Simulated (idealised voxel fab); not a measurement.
voxel self aligned contacts: a process module
FYI the section here is cut, 295 nm wide, cells are 5 nm squares.
The cross-sections in this document take the form of a grid made of square cells. They are written out as bands, in order from top to bottom. Each band consists of one or more rows of cells. Heads up on the band format: heights come first, top then bottom, in nm. After that it's the materials left to right, each with its width in nm. A single material flagged "all across" fills the whole band edge to edge, and "air" means there's empty space there. Convention: height 0 is the level below which the wafer, as received, is all one material. The lowest band does not terminate at the bottom but continues downward, represented as "from 0 down". Top row gets the first number, bottom row gets the second, and each row in between changes by the same step: that is how a band width like "30..40" works. Where a step carries "nothing got changed", the cross-section came out of it unchanged, cell for cell. Empty spaces counting at least 8 cells and having no open way to the top are listed in "Entrapped voids". The notation width x height at distance is used for each, the distance being from the left edge and all three values in nm. On each step's line, the part that comes after the settings is the simulator's own comment on the step. overlay nm: where the mask lay relative to plan, measured to the right, on steps with a mask; negatives go left.

The following list gives the planned process steps:
1 RECEIVE,material Si
2 CONFORMAL_DEP,material SiO2,thk nm 5
3 DIRECTIONAL_DEP,material polySi,thk nm 25
4 DIRECTIONAL_DEP,material SiN,thk nm 20
5 PATTERN,tone cover,mask id GATE,material resist,width nm 30,pitch nm 75,thk nm 15,overlay nm 0
6 DIRECTIONAL_ETCH,etch materials SiN,depth nm 20
7 DIRECTIONAL_ETCH,etch materials polySi,depth nm 25
8 STRIP,etch materials resist
9 CONFORMAL_DEP,material SiN,thk nm 10
10 DIRECTIONAL_ETCH,etch materials SiN,depth nm 10
11 FILL_DEP,material SiO2,thk nm 15
12 CMP,height nm 55
13 MASKED_ETCH,tone open,mask id CONTACT,width nm 55,etch materials SiO2,depth nm 55,overlay nm 0
14 CONFORMAL_DEP,material TiN,thk nm 5
15 FILL_DEP,material Ru,thk nm 5
16 CMP,height nm 55
17 CONFORMAL_DEP,material SiN,thk nm 5

What follows covers the first of two wafers; it ran as planned:

as received, after step 1:
	from 0 down  Si all across
	Entrapped voids: none

Once step 2 is through, the wafer looks like this in cross-section:
	from 5 to 0  SiO2 all across
	No changes below 0.

Once step 3 is through, the wafer looks like this in cross-section:
	from 30 to 5  polySi all across
	No changes below 5.

Once step 4 is through, the wafer looks like this in cross-section:
	from 50 to 30  SiN all across
	No changes below 30.

Once step 5 is through, the wafer looks like this in cross-section:
	from 65 to 50  95 nm air / 30 nm resist / 45 nm air / 30 nm resist / 95 nm air
	No changes below 50.

Once step 6 is through, the wafer looks like this in cross-section:
	from 65 to 50  95 nm air / 30 nm resist / 45 nm air / 30 nm resist / 95 nm air
	from 50 to 30  95 nm air / 30 nm SiN / 45 nm air / 30 nm SiN / 95 nm air
	No changes below 30.

Once step 7 is through, the wafer looks like this in cross-section:
	from 65 to 50  95 nm air / 30 nm resist / 45 nm air / 30 nm resist / 95 nm air
	from 50 to 30  95 nm air / 30 nm SiN / 45 nm air / 30 nm SiN / 95 nm air
	from 30 to 5  95 nm air / 30 nm polySi / 45 nm air / 30 nm polySi / 95 nm air
	No changes below 5.

Once step 8 is through, the wafer looks like this in cross-section:
	from 50 to 30  95 nm air / 30 nm SiN / 45 nm air / 30 nm SiN / 95 nm air
	No changes below 30.

Once step 9 is through, the wafer looks like this in cross-section:
	from 60 to 30  85 nm air / 50 nm SiN / 25 nm air / 50 nm SiN / 85 nm air
	from 30 to 15  85 nm air / 10 nm SiN / 30 nm polySi / 10 nm SiN / 25 nm air / 10 nm SiN / 30 nm polySi / 10 nm SiN / 85 nm air
	from 15 to 5  95 nm SiN / 30 nm polySi / 45 nm SiN / 30 nm polySi / 95 nm SiN
	No changes below 5.

Once step 10 is through, the wafer looks like this in cross-section:
	from 50 to 30  85 nm air / 50 nm SiN / 25 nm air / 50 nm SiN / 85 nm air
	from 30 to 5  85 nm air / 10 nm SiN / 30 nm polySi / 10 nm SiN / 25 nm air / 10 nm SiN / 30 nm polySi / 10 nm SiN / 85 nm air
	No changes below 5.

Once step 11 is through, the wafer looks like this in cross-section:
	from 65 to 50  SiO2 all across
	from 50 to 30  85 nm SiO2 / 50 nm SiN / 25 nm SiO2 / 50 nm SiN / 85 nm SiO2
	from 30 to 5  85 nm SiO2 / 10 nm SiN / 30 nm polySi / 10 nm SiN / 25 nm SiO2 / 10 nm SiN / 30 nm polySi / 10 nm SiN / 85 nm SiO2
	No changes below 5.

Once step 12 is through, the wafer looks like this in cross-section:
	from 55 to 50  SiO2 all across
	No changes below 50.

Once step 13 is through, the wafer looks like this in cross-section:
	from 55 to 50  120 nm SiO2 / 55 nm air / 120 nm SiO2
	from 50 to 30  85 nm SiO2 / 50 nm SiN / 25 nm air / 50 nm SiN / 85 nm SiO2
	from 30 to 5  85 nm SiO2 / 10 nm SiN / 30 nm polySi / 10 nm SiN / 25 nm air / 10 nm SiN / 30 nm polySi / 10 nm SiN / 85 nm SiO2
	from 5 to 0  135 nm SiO2 / 25 nm air / 135 nm SiO2
	No changes below 0.

Once step 14 is through, the wafer looks like this in cross-section:
	from 60 to 55  125 nm TiN / 45 nm air / 125 nm TiN
	from 55 to 50  120 nm SiO2 / 20 nm TiN / 15 nm air / 20 nm TiN / 120 nm SiO2
	from 50 to 30  85 nm SiO2 / 50 nm SiN / 5 nm TiN / 15 nm air / 5 nm TiN / 50 nm SiN / 85 nm SiO2
	from 30 to 5  85 nm SiO2 / 10 nm SiN / 30 nm polySi / 10 nm SiN / 5 nm TiN / 15 nm air / 5 nm TiN / 10 nm SiN / 30 nm polySi / 10 nm SiN / 85 nm SiO2
	from 5 to 0  135 nm SiO2 / 25 nm TiN / 135 nm SiO2
	No changes below 0.

Once step 15 is through, the wafer looks like this in cross-section:
	from 65 to 60  Ru all across
	from 60 to 55  125 nm TiN / 45 nm Ru / 125 nm TiN
	from 55 to 50  120 nm SiO2 / 20 nm TiN / 15 nm Ru / 20 nm TiN / 120 nm SiO2
	from 50 to 30  85 nm SiO2 / 50 nm SiN / 5 nm TiN / 15 nm Ru / 5 nm TiN / 50 nm SiN / 85 nm SiO2
	from 30 to 5  85 nm SiO2 / 10 nm SiN / 30 nm polySi / 10 nm SiN / 5 nm TiN / 15 nm Ru / 5 nm TiN / 10 nm SiN / 30 nm polySi / 10 nm SiN / 85 nm SiO2
	No changes below 5.

Once step 16 is through, the wafer looks like this in cross-section:
	from 55 to 50  120 nm SiO2 / 20 nm TiN / 15 nm Ru / 20 nm TiN / 120 nm SiO2
	No changes below 50.

Once step 17 is through, the wafer looks like this in cross-section:
	from 60 to 55  SiN all across
	No changes below 55.

The second wafer was prepared from the same starting point and under the same plan as the first; its processing contained one mistake, and it remains indistinguishable from the first wafer up to and including step 3:

Second wafer profile in section, at the moment step 4 of the plan was meant to be complete:
	from 70 to 30  SiN all across
	No changes below 30.

Second wafer profile in section, at the moment step 5 of the plan was meant to be complete:
	from 85 to 70  95 nm air / 30 nm resist / 45 nm air / 30 nm resist / 95 nm air
	No changes below 70.

Second wafer profile in section, at the moment step 6 of the plan was meant to be complete:
	from 85 to 70  95 nm air / 30 nm resist / 45 nm air / 30 nm resist / 95 nm air
	from 70 to 50  95 nm air / 30 nm SiN / 45 nm air / 30 nm SiN / 95 nm air
	No changes below 50.

Second wafer profile in section, at the moment step 7 of the plan was meant to be complete: nothing got changed

Second wafer profile in section, at the moment step 8 of the plan was meant to be complete:
	from 70 to 50  95 nm air / 30 nm SiN / 45 nm air / 30 nm SiN / 95 nm air
	No changes below 50.

Second wafer profile in section, at the moment step 9 of the plan was meant to be complete:
	from 80 to 60  85 nm air / 50 nm SiN / 25 nm air / 50 nm SiN / 85 nm air
	from 60 to 30  SiN all across
	No changes below 30.

Second wafer profile in section, at the moment step 10 of the plan was meant to be complete:
	from 70 to 50  85 nm air / 50 nm SiN / 25 nm air / 50 nm SiN / 85 nm air
	No changes below 50.

Second wafer profile in section, at the moment step 11 of the plan was meant to be complete:
	from 85 to 70  SiO2 all across
	from 70 to 50  85 nm SiO2 / 50 nm SiN / 25 nm SiO2 / 50 nm SiN / 85 nm SiO2
	No changes below 50.

Second wafer profile in section, at the moment step 12 of the plan was meant to be complete:
	from 55 to 50  85 nm SiO2 / 50 nm SiN / 25 nm SiO2 / 50 nm SiN / 85 nm SiO2
	No changes below 50.

Second wafer profile in section, at the moment step 13 of the plan was meant to be complete:
	from 55 to 50  85 nm SiO2 / 50 nm SiN / 25 nm air / 50 nm SiN / 85 nm SiO2
	No changes below 50.

Second wafer profile in section, at the moment step 14 of the plan was meant to be complete:
	from 60 to 55  140 nm TiN / 15 nm air / 140 nm TiN
	from 55 to 50  85 nm SiO2 / 50 nm SiN / 25 nm TiN / 50 nm SiN / 85 nm SiO2
	No changes below 50.

Second wafer profile in section, at the moment step 15 of the plan was meant to be complete:
	from 65 to 60  Ru all across
	from 60 to 55  140 nm TiN / 15 nm Ru / 140 nm TiN
	No changes below 55.

Second wafer profile in section, at the moment step 16 of the plan was meant to be complete:
	from 55 to 50  85 nm SiO2 / 50 nm SiN / 25 nm TiN / 50 nm SiN / 85 nm SiO2
	No changes below 50.

Second wafer profile in section, at the moment step 17 of the plan was meant to be complete:
	from 60 to 55  SiN all across
	No changes below 55.
Error vs. plan: twice over, step 4 of the plan was run
Materials where the second wafer ends with more or fewer cells than the first: 30 fewer of Ru | 136 more of SiN | 315 fewer of SiO2 | 26 fewer of TiN | 235 more of polySi
